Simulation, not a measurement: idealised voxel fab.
Herein follows the process module entitled voxel plated lines.
For reference, the cross-section in this document is cut, with width 140 nm and square cells of 5 nm.
Reading order for cross-sections: top band down to bottom band. Underlying form: a grid of square cells. Band size: one or more rows of cells. Within each band entry, the heights of the top and of the bottom of the band appear first, in that order and in nm; the materials of the band then follow from left to right, each with its corresponding width in nm. The designation "all across" on a single material indicates that it fills the band from edge to edge; the designation "blank" indicates empty space. The reference from which all heights are counted is 0, the level beneath which the as-received wafer is entirely one material; the lowest band, having no lower bound, proceeds downward and is written after the example "0 nm and below". Top row gets the first number, bottom row gets the second, and each row in between changes by the same step: that is how a band width like "30 to 40" works. It should be understood that the words "no modifications", when stated for a given step, signify that the cross-section underwent no change in any of its cells during that step. Closed-off voids of 8+ cells (no open route to the top) go in "Closed voids list", written width x height at distance from the left edge, in nm. Past the settings on a step's line: simulator remark, on that step. Among the settings permitted on a step's line is "overlay nm"; applied to a step with a mask, it specifies the extent to which the mask lay to the right of its planned position, whereas a negative figure signifies a position to the left.

**plan**
| 1 | RECEIVE,material Si |
| 2 | CONFORMAL_DEP,material Al2O3,thk nm 5 |
| 3 | DIRECTIONAL_DEP,material TiN,thk nm 5 |
| 4 | PATTERN,tone open,mask id LINES,material resist,width nm 20,pitch nm 35,thk nm 15,overlay nm 0 |
| 5 | EPI,material Ru,thk nm 5 |
| 6 | STRIP,etch materials resist |
| 7 | DIRECTIONAL_ETCH,etch materials TiN,depth nm 5 |
| 8 | CONFORMAL_DEP,material SiCN,thk nm 10 |

**First of two wafers - as planned**

**Cross-sectional view of the wafer in its as-received condition, corresponding to the state after step 1**
> 0 nm and below = Si all across
> Closed voids list: none

**Sectional view: wafer, after step 2**
> 5 nm to 0 nm = Al2O3 all across
> Below 0, no change.

**Sectional view: wafer, after step 3**
> 10 nm to 5 nm = TiN all across
> Below 5, no change.

**Sectional view: wafer, after step 4**
> 25 nm to 10 nm = 25 of resist; 20 of blank; 15 of resist; 20 of blank; 15 of resist; 20 of blank; 25 of resist
> Below 10, no change.

**Sectional view: wafer, after step 5**
> 25 nm to 15 nm = 25 of resist; 20 of blank; 15 of resist; 20 of blank; 15 of resist; 20 of blank; 25 of resist
> 15 nm to 10 nm = 25 of resist; 20 of Ru; 15 of resist; 20 of Ru; 15 of resist; 20 of Ru; 25 of resist
> Below 10, no change.

**Sectional view: wafer, after step 6**
> 15 nm to 10 nm = 25 of blank; 20 of Ru; 15 of blank; 20 of Ru; 15 of blank; 20 of Ru; 25 of blank
> Below 10, no change.

**Sectional view: wafer, after step 7**
> 15 nm to 10 nm = 25 of blank; 20 of Ru; 15 of blank; 20 of Ru; 15 of blank; 20 of Ru; 25 of blank
> 10 nm to 5 nm = 25 of blank; 20 of TiN; 15 of blank; 20 of TiN; 15 of blank; 20 of TiN; 25 of blank
> Below 5, no change.

**Sectional view: wafer, after step 8**
> 25 nm to 15 nm = 15 of blank; 110 of SiCN; 15 of blank
> 15 nm to 10 nm = 25 of SiCN; 20 of Ru; 15 of SiCN; 20 of Ru; 15 of SiCN; 20 of Ru; 25 of SiCN
> 10 nm to 5 nm = 25 of SiCN; 20 of TiN; 15 of SiCN; 20 of TiN; 15 of SiCN; 20 of TiN; 25 of SiCN
> Below 5, no change.

**Second wafer, same starting conditions and recipe as the first, one mistake in executing it, nothing differs from the first up to and including step 7**

**Second wafer: cross-section at the scheduled end of step 8**
> 25 nm to 15 nm = 15 of blank; 110 of Ru; 15 of blank
> 15 nm to 10 nm = Ru all across
> 10 nm to 5 nm = 25 of Ru; 20 of TiN; 15 of Ru; 20 of TiN; 15 of Ru; 20 of TiN; 25 of Ru
> Below 5, no change.
What was done differently from what was planned? not per plan at step 8, really ran CONFORMAL_DEP,material Ru,thk nm 10
Final tally in cells, some materials are higher or lower on the second wafer than on the first: Ru: 76 more, SiCN: 76 fewer
